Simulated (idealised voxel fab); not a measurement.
The process module that follows is named voxel wiring stack.
For reference, the cross-section in this document is cut, with width 195 nm and square cells of 5 nm.
This document writes a cross-section as a grid whose cells are square, and gives it as bands, listed from the top down; one or more rows of cells form a band.
The entry gives the band's vertical extent as a top height and a bottom height in nm, then its horizontal make-up as materials from left to right, each with a width in nm. "air" stands for empty space; a single material marked "throughout" fills the band edge to edge.
Counting heights begins at 0, where everything beneath is, in the wafer as received, one material. The lowest band has no bottom; it goes on downwards, as "0 and below" shows.
The width entry "30..40" should be interpreted row by row: the top row of cells in the band takes the first number, the bottom row takes the second number, and the change between adjacent rows is uniform throughout.
Step note "no modifications" = no cross-section cell changed.
This entry, "Closed void register", enumerates those empty regions of no fewer than 8 cells that possess no open connection to the top. Each region is reported in the form width x height at distance, the distance being taken from the left edge, with all three quantities expressed in nm.
On a step's line, text after the settings is the simulator commenting on that step.
Regarding "overlay nm": on a step with a mask, it is the distance the mask lay to the right of its planned place; a negative value places it to the left.

## Intended process steps
| 1 | op RECEIVE | material Si |
| 2 | op CONFORMAL_DEP | material SiO2 | thk nm 15 |
| 3 | op DIRECTIONAL_DEP | material TiN | thk nm 5 |
| 4 | op DIRECTIONAL_DEP | material Ru | thk nm 25 |
| 5 | op PATTERN | tone cover | mask id METAL_1 | material resist | width nm 30 | pitch nm 45 | thk nm 20 | overlay nm 0 |
| 6 | op DIRECTIONAL_ETCH | etch materials Ru | depth nm 25 |
| 7 | op DIRECTIONAL_ETCH | etch materials TiN | depth nm 5 |
| 8 | op STRIP | etch materials resist |
| 9 | op CONFORMAL_DEP | material SiN | thk nm 5 |
| 10 | op FILL_DEP | material lowk | thk nm 10 |
| 11 | op CMP | height nm 45 |
| 12 | op CONFORMAL_DEP | material SiCN | thk nm 5 |
| 13 | op DIRECTIONAL_DEP | material lowk | thk nm 15 |
| 14 | op PATTERN | tone open | mask id PLUG_1 | material resist | width nm 15 | pitch nm 90 | thk nm 15 | overlay nm 0 |
| 15 | op DIRECTIONAL_ETCH | etch materials lowk | depth nm 15 |
| 16 | op DIRECTIONAL_ETCH | etch materials SiCN | depth nm 5 |
| 17 | op STRIP | etch materials resist |
| 18 | op CONFORMAL_DEP | material TiN | thk nm 5 |
| 19 | op FILL_DEP | material Cu | thk nm 10 |
| 20 | op CMP | height nm 65 |
| 21 | op CONFORMAL_DEP | material SiCN | thk nm 5 |
| 22 | op DIRECTIONAL_DEP | material SiO2 | thk nm 15 |
| 23 | op MASKED_ETCH | tone open | mask id METAL_2 | width nm 30 | pitch nm 45 | etch materials SiO2 | depth nm 15 | overlay nm 0 |
| 24 | op MASKED_ETCH | tone open | mask id METAL_2 | width nm 30 | pitch nm 45 | etch materials SiCN | depth nm 5 | overlay nm 0 |
| 25 | op CONFORMAL_DEP | material TiN | thk nm 5 |
| 26 | op FILL_DEP | material W | thk nm 5 |
| 27 | op CMP | height nm 85 |
| 28 | op CONFORMAL_DEP | material SiCN | thk nm 5 |
| 29 | op DIRECTIONAL_DEP | material lowk | thk nm 35 |
| 30 | op PATTERN | tone open | mask id METAL_3 | material resist | width nm 30 | pitch nm 45 | thk nm 15 | overlay nm 0 |
| 31 | op DIRECTIONAL_ETCH | etch materials lowk | depth nm 20 |
| 32 | op STRIP | etch materials resist |
| 33 | op PATTERN | tone open | mask id METAL_3_HOLES | material resist | width nm 15 | pitch nm 90 | thk nm 20 | overlay nm 0 |
| 34 | op DIRECTIONAL_ETCH | etch materials lowk | depth nm 15 |
| 35 | op DIRECTIONAL_ETCH | etch materials SiCN | depth nm 5 |
| 36 | op STRIP | etch materials resist |
| 37 | op CONFORMAL_DEP | material TiN | thk nm 5 |
| 38 | op FILL_DEP | material Cu | thk nm 10 |
| 39 | op CMP | height nm 125 |
| 40 | op CONFORMAL_DEP | material SiCN | thk nm 5 |

## Cross-section of the wafer as it came to us, i.e., already through step 1
  0 and below  Si throughout
  Closed void register: none

## First of two wafers at the end of the module, shown in cross-section; run carried out as planned
  130 down to 125  SiCN throughout
  125 down to 110  lowk (35)  TiN (5)  Cu (20)  TiN (5)  lowk (15)  TiN (5)  Cu (20)  TiN (5)  lowk (15)  TiN (5)  Cu (20)  TiN (5)  lowk (40)
  110 down to 105  lowk (35)  TiN (5)  Cu (5)  TiN (20)  lowk (15)  TiN (30)  lowk (15)  TiN (5)  Cu (5)  TiN (20)  lowk (40)
  105 down to 90  lowk (35)  TiN (5)  Cu (5)  TiN (5)  lowk (75)  TiN (5)  Cu (5)  TiN (5)  lowk (55)
  90 down to 85  SiCN (35)  TiN (15)  SiCN (75)  TiN (15)  SiCN (55)
  85 down to 70  SiO2 (35)  TiN (5)  W (20)  TiN (5)  SiO2 (15)  TiN (5)  W (20)  TiN (5)  SiO2 (15)  TiN (5)  W (20)  TiN (5)  SiO2 (40)
  70 down to 65  SiCN (35)  TiN (30)  SiCN (15)  TiN (30)  SiCN (15)  TiN (30)  SiCN (40)
  65 down to 50  lowk (35)  TiN (5)  Cu (5)  TiN (5)  lowk (75)  TiN (5)  Cu (5)  TiN (5)  lowk (55)
  50 down to 45  SiCN (35)  TiN (15)  SiCN (75)  TiN (15)  SiCN (55)
  45 down to 20  lowk (30)  SiN (5)  Ru (30)  SiN (5)  lowk (5)  SiN (5)  Ru (30)  SiN (5)  lowk (5)  SiN (5)  Ru (30)  SiN (5)  lowk (35)
  20 down to 15  SiN (35)  TiN (30)  SiN (15)  TiN (30)  SiN (15)  TiN (30)  SiN (40)
  15 down to 0  SiO2 throughout
  0 and below  Si throughout
  Closed void register: none

## Cross-sectional view of the second of two wafers upon completion of the module. This wafer shared its starting condition and process plan with the first; one error was made during its execution
  130 down to 125  SiCN throughout
  125 down to 115  Cu (45)  TiN (5)  lowk (15)  TiN (5)  Cu (5)  TiN (5)  lowk (30)  TiN (5)  Cu (20)  TiN (5)  lowk (15)  TiN (5)  Cu (35)
  115 down to 110  Cu (30)  TiN (20)  lowk (15)  TiN (5)  Cu (5)  TiN (5)  lowk (30)  TiN (5)  Cu (5)  TiN (20)  lowk (15)  TiN (5)  Cu (35)
  110 down to 105  TiN (35)  lowk (30)  TiN (15)  lowk (30)  TiN (15)  lowk (30)  TiN (40)
  105 down to 90  lowk throughout
  90 down to 85  SiCN throughout
  85 down to 70  SiO2 (35)  TiN (5)  W (20)  TiN (5)  SiO2 (15)  TiN (5)  W (20)  TiN (5)  SiO2 (15)  TiN (5)  W (20)  TiN (5)  SiO2 (40)
  70 down to 65  SiCN (35)  TiN (30)  SiCN (15)  TiN (30)  SiCN (15)  TiN (30)  SiCN (40)
  65 down to 50  lowk (35)  TiN (5)  Cu (5)  TiN (5)  lowk (75)  TiN (5)  Cu (5)  TiN (5)  lowk (55)
  50 down to 45  SiCN (35)  TiN (15)  SiCN (75)  TiN (15)  SiCN (55)
  45 down to 20  lowk (30)  SiN (5)  Ru (30)  SiN (5)  lowk (5)  SiN (5)  Ru (30)  SiN (5)  lowk (5)  SiN (5)  Ru (30)  SiN (5)  lowk (35)
  20 down to 15  SiN (35)  TiN (30)  SiN (15)  TiN (30)  SiN (15)  TiN (30)  SiN (40)
  15 down to 0  SiO2 throughout
  0 and below  Si throughout
  Closed void register: none
What was the processing mistake? step 30: run off-plan, actual operation and settings op PATTERN | tone cover | mask id METAL_3 | material resist | width nm 30 | pitch nm 45 | thk nm 15 | overlay nm 0
End of process, cell counts, second wafer against first, materials with more or fewer: +13 Cu; +6 SiCN; -7 TiN; -12 lowk
